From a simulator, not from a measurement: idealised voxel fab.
process module | voxel transistor to metal
cross-section cut | 215 nm wide | cells 5 nm
A cross-section is a grid of square cells, given in bands from the top down. A band is one or more rows of cells.
Each band's line starts with the height of the band's top and of its bottom, in nm. Then come its materials from left to right, each with its width in nm. One material with "throughout" fills the band from edge to edge. "air" is empty space.
Height 0 is the level under which the wafer as received is all one material. The lowest band goes on downwards, as in "0 down".
A width such as "30 to 40" changes by the same amount from each row of cells to the next, from the band's top row to its bottom row.
"no change" after a step means that no cell of the cross-section changed.
closed voids: empty space of 8 cells or more with no open way to the top, each as width x height at its distance from the left edge, in nm
after a step's settings: what the simulator itself notes on the step
overlay nm, on a step with a mask: how far to the right of its planned place the mask lay; to the left if negative
plan
1 op RECEIVE | material Si
2 op OXIDIZE | depth nm 5
3 op CONFORMAL_DEP | material SiN | thk nm 10
4 op DIRECTIONAL_DEP | material aC | thk nm 10
5 op PATTERN | tone cover | mask id ACTIVE | material resist | width nm 110 | thk nm 25 | overlay nm 0
6 op DIRECTIONAL_ETCH | etch materials aC | depth nm 10
7 op STRIP | etch materials resist
8 op DIRECTIONAL_ETCH | etch materials SiN | depth nm 10
9 op DIRECTIONAL_ETCH | etch materials SiO2 | depth nm 5
10 op DIRECTIONAL_ETCH | etch materials Si | depth nm 35
11 op STRIP | etch materials aC
12 op OXIDIZE | depth nm 5
13 op FILL_DEP | material SiO2 | thk nm 10
14 op CMP | height nm 10
15 op SELECTIVE_ETCH | etch materials SiO2 | depth nm 10
16 op STRIP | etch materials SiN
17 op SELECTIVE_ETCH | etch materials SiO2 | depth nm 5
18 op OXIDIZE | depth nm 5
19 op DIRECTIONAL_DEP | material polySi | thk nm 25
20 op DIRECTIONAL_DEP | material SiCN | thk nm 10
21 op MASKED_ETCH | tone cover | mask id GATE | width nm 30 | etch materials SiCN | depth nm 20 | overlay nm 0
22 op MASKED_ETCH | tone cover | mask id GATE | width nm 30 | etch materials polySi | depth nm 35 | overlay nm 0
23 op CONFORMAL_DEP | material SiO2 | thk nm 5
24 op DIRECTIONAL_ETCH | etch materials SiO2 | depth nm 5
25 op CONFORMAL_DEP | material SiN | thk nm 5
26 op DIRECTIONAL_ETCH | etch materials SiN | depth nm 5
27 op DIRECTIONAL_ETCH | etch materials SiO2 | depth nm 5
28 op DIRECTIONAL_ETCH | etch materials Si | depth nm 15
29 op EPI | material SiGe | thk nm 20
30 op FILL_DEP | material SiO2 | thk nm 5
31 op CMP | height nm 20
32 op STRIP | etch materials polySi
33 op SELECTIVE_ETCH | etch materials SiO2 | depth nm 5
34 op CONFORMAL_DEP | material HfO2 | thk nm 5
35 op CONFORMAL_DEP | material TiN | thk nm 5
36 op FILL_DEP | material W | thk nm 10
37 op CMP | height nm 15
38 op DIRECTIONAL_DEP | material SiO2 | thk nm 10
39 op PATTERN | tone open | mask id CONTACT | material resist | width nm 15 | pitch nm 75 | thk nm 15 | overlay nm 0
40 op DIRECTIONAL_ETCH | etch materials SiO2 | depth nm 15
41 op STRIP | etch materials resist
42 op CONFORMAL_DEP | material TiN | thk nm 5
43 op FILL_DEP | material W | thk nm 10
44 op CMP | height nm 25
45 op CONFORMAL_DEP | material SiCN | thk nm 5
46 op DIRECTIONAL_DEP | material lowk | thk nm 25
47 op MASKED_ETCH | tone open | mask id METAL_1 | width nm 15 | pitch nm 75 | etch materials lowk | depth nm 25 | overlay nm -15
48 op MASKED_ETCH | tone open | mask id METAL_1 | width nm 15 | pitch nm 75 | etch materials SiCN | depth nm 5 | overlay nm 0
49 op CONFORMAL_DEP | material TiN | thk nm 5
50 op FILL_DEP | material W | thk nm 10
51 op CMP | height nm 55
52 op CONFORMAL_DEP | material SiCN | thk nm 5
varied across the wafers: overlay nm of step 47. The plan shows the first wafer's value. All wafers start alike
first wafer as received, after step 1
  0 down: Si throughout
  closed voids: none
first wafer at the end, after step 52
  60 to 55: SiCN throughout
  55 to 35: lowk 45 | TiN 5 | W 5 | TiN 5 | lowk 60 | TiN 5 | W 5 | TiN 5 | lowk 80
  35 to 30: lowk 45 | TiN 15 | lowk 60 | TiN 15 | lowk 80
  30 to 25: SiCN throughout
  25 to 15: SiO2 60 | TiN 5 | W 5 | TiN 5 | SiO2 60 | TiN 5 | W 5 | TiN 5 | SiO2 65
  15 to 10: SiO2 60 | TiN 15 | SiO2 5 | SiN 5 | HfO2 5 | TiN 5 | W 20 | TiN 5 | HfO2 5 | SiN 5 | SiO2 5 | TiN 15 | SiO2 65
  10 to 0: SiO2 60 | SiGe 20 | SiN 5 | HfO2 5 | TiN 5 | W 20 | TiN 5 | HfO2 5 | SiN 5 | SiGe 20 | SiO2 65
  0 to -5: SiO2 60 | SiGe 20 | SiN 5 | HfO2 5 | TiN 30 | HfO2 5 | SiN 5 | SiGe 20 | SiO2 65
  -5 to -10: SiO2 50 | SiGe 30 | SiO2 5 | HfO2 40 | SiO2 5 | SiGe 30 | SiO2 55
  -10 to -25: SiO2 55 | SiGe 25 | Si 50 | SiGe 25 | SiO2 60
  -25 to -45: SiO2 55 | Si 100 | SiO2 60
  -45 down: Si throughout
  closed voids: none
last wafer at the end
  60 to 55: SiCN throughout
  55 to 35: lowk 75 | TiN 5 | W 5 | TiN 5 | lowk 60 | TiN 5 | W 5 | TiN 5 | lowk 50
  35 to 30: lowk 75 | TiN 15 | lowk 60 | TiN 15 | lowk 50
  30 to 25: SiCN throughout
  25 to 15: SiO2 60 | TiN 5 | W 5 | TiN 5 | SiO2 60 | TiN 5 | W 5 | TiN 5 | SiO2 65
  15 to 10: SiO2 60 | TiN 15 | SiO2 5 | SiN 5 | HfO2 5 | TiN 5 | W 20 | TiN 5 | HfO2 5 | SiN 5 | SiO2 5 | TiN 15 | SiO2 65
  10 to 0: SiO2 60 | SiGe 20 | SiN 5 | HfO2 5 | TiN 5 | W 20 | TiN 5 | HfO2 5 | SiN 5 | SiGe 20 | SiO2 65
  0 to -5: SiO2 60 | SiGe 20 | SiN 5 | HfO2 5 | TiN 30 | HfO2 5 | SiN 5 | SiGe 20 | SiO2 65
  -5 to -10: SiO2 50 | SiGe 30 | SiO2 5 | HfO2 40 | SiO2 5 | SiGe 30 | SiO2 55
  -10 to -25: SiO2 55 | SiGe 25 | Si 50 | SiGe 25 | SiO2 60
  -25 to -45: SiO2 55 | Si 100 | SiO2 60
  -45 down: Si throughout
  closed voids: none
each wafer at the end: cells of each material gained (+) or lost (-) since it was received, then its closed voids
overlay nm -15 | +16 HfO2 | -277 Si | +86 SiCN | +66 SiGe | +8 SiN | +360 SiO2 | +48 TiN | +24 W | +185 lowk | closed voids: none
overlay nm -10 | +16 HfO2 | -277 Si | +84 SiCN | +66 SiGe | +8 SiN | +360 SiO2 | +50 TiN | +24 W | +185 lowk | closed voids: none
overlay nm -5 | +16 HfO2 | -277 Si | +82 SiCN | +66 SiGe | +8 SiN | +360 SiO2 | +52 TiN | +24 W | +185 lowk | closed voids: none
overlay nm 0 | +16 HfO2 | -277 Si | +80 SiCN | +66 SiGe | +8 SiN | +360 SiO2 | +52 TiN | +26 W | +185 lowk | closed voids: none
overlay nm 5 | +16 HfO2 | -277 Si | +82 SiCN | +66 SiGe | +8 SiN | +360 SiO2 | +52 TiN | +24 W | +185 lowk | closed voids: none
overlay nm 10 | +16 HfO2 | -277 Si | +84 SiCN | +66 SiGe | +8 SiN | +360 SiO2 | +50 TiN | +24 W | +185 lowk | closed voids: none
overlay nm 15 | +16 HfO2 | -277 Si | +86 SiCN | +66 SiGe | +8 SiN | +360 SiO2 | +48 TiN | +24 W | +185 lowk | closed voids: none
